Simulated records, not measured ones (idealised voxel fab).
A process module follows: voxel released beams.
295 nm wide, 5 nm square cells: that's cross-section cut.
We lay out every cross-section as a grid of square cells and spell it out in bands from the top down, where one band means one or more rows of cells.
Band: top height; bottom height; in nm. Then, left to right: material with width in nm, for each material. "all across": a single material spanning edge to edge. "air": empty space.
Heights from 0 (as-received wafer is one material below). Bottom band endless downward, as "from 0 down".
The width entry "30..40" should be interpreted row by row: the top row of cells in the band takes the first number, the bottom row takes the second number, and the change between adjacent rows is uniform throughout.
"no alterations made" -> step changed no cross-section cell.
Any empty space of 8 cells or more lacking an open way to the top shows up in "Entrapped voids" as width x height at distance, distance from the left edge, in nm.
Text after the settings on a step's line: the simulator's own remark on that step.
overlay nm: right-of-plan distance of the mask on a masked step; negative values mean left-of-plan.

[Steps in the process plan]
1) RECEIVE | material Si
2) CONFORMAL_DEP | material Al2O3 | thk nm 5
3) DIRECTIONAL_DEP | material SiO2 | thk nm 10
4) MASKED_ETCH | tone open | mask id ANCHOR | width nm 35 | etch materials SiO2 | depth nm 10 | overlay nm 0
5) CONFORMAL_DEP | material W | thk nm 10
6) MASKED_ETCH | tone cover | mask id BEAM | width nm 105 | etch materials W | depth nm 10 | overlay nm 0
7) STRIP | etch materials SiO2

[On the first of the two wafers: run conducted according to plan]

[Step 1 complete: cross-section of the wafer as received]
* from 0 down: Si all across
* Entrapped voids: none

[So this is the wafer cross-section right after step 2]
* from 5 to 0: Al2O3 all across
* Nothing below the height 0 has changed.

[So this is the wafer cross-section right after step 3]
* from 15 to 5: SiO2 all across
* Nothing below the height 5 has changed.

[So this is the wafer cross-section right after step 4]
* from 15 to 5: SiO2 95 nm  air 35 nm  SiO2 165 nm
* Nothing below the height 5 has changed.

[So this is the wafer cross-section right after step 5]
* from 25 to 15: W 105 nm  air 15 nm  W 175 nm
* from 15 to 5: SiO2 95 nm  W 35 nm  SiO2 165 nm
* Nothing below the height 5 has changed.

[So this is the wafer cross-section right after step 6]
* from 25 to 15: air 90 nm  W 15 nm  air 15 nm  W 75 nm  air 100 nm
* Nothing below the height 15 has changed.

[So this is the wafer cross-section right after step 7]
* from 25 to 15: air 90 nm  W 15 nm  air 15 nm  W 75 nm  air 100 nm
* from 15 to 5: air 95 nm  W 35 nm  air 165 nm
* Nothing below the height 5 has changed.

[Second wafer - shared start and plan with the first - one error in running - same as the first up to step 5 inclusive]

[At the planned end of step 6, the second wafer in cross-section]
* from 25 to 15: air 95 nm  W 10 nm  air 15 nm  W 75 nm  air 100 nm
* Nothing below the height 15 has changed.

[At the planned end of step 7, the second wafer in cross-section]
* from 25 to 15: air 95 nm  W 10 nm  air 15 nm  W 75 nm  air 100 nm
* from 15 to 5: air 95 nm  W 35 nm  air 165 nm
* Nothing below the height 5 has changed.
Heads up, the wafer didn't run the way we planned it: step 6, actual vs plan mismatch, actual run MASKED_ETCH | tone cover | mask id BEAM | width nm 100 | etch materials W | depth nm 10 | overlay nm 0
Wafer comparison, final, in cells, second relative to first, materials more or fewer: W: 2 fewer
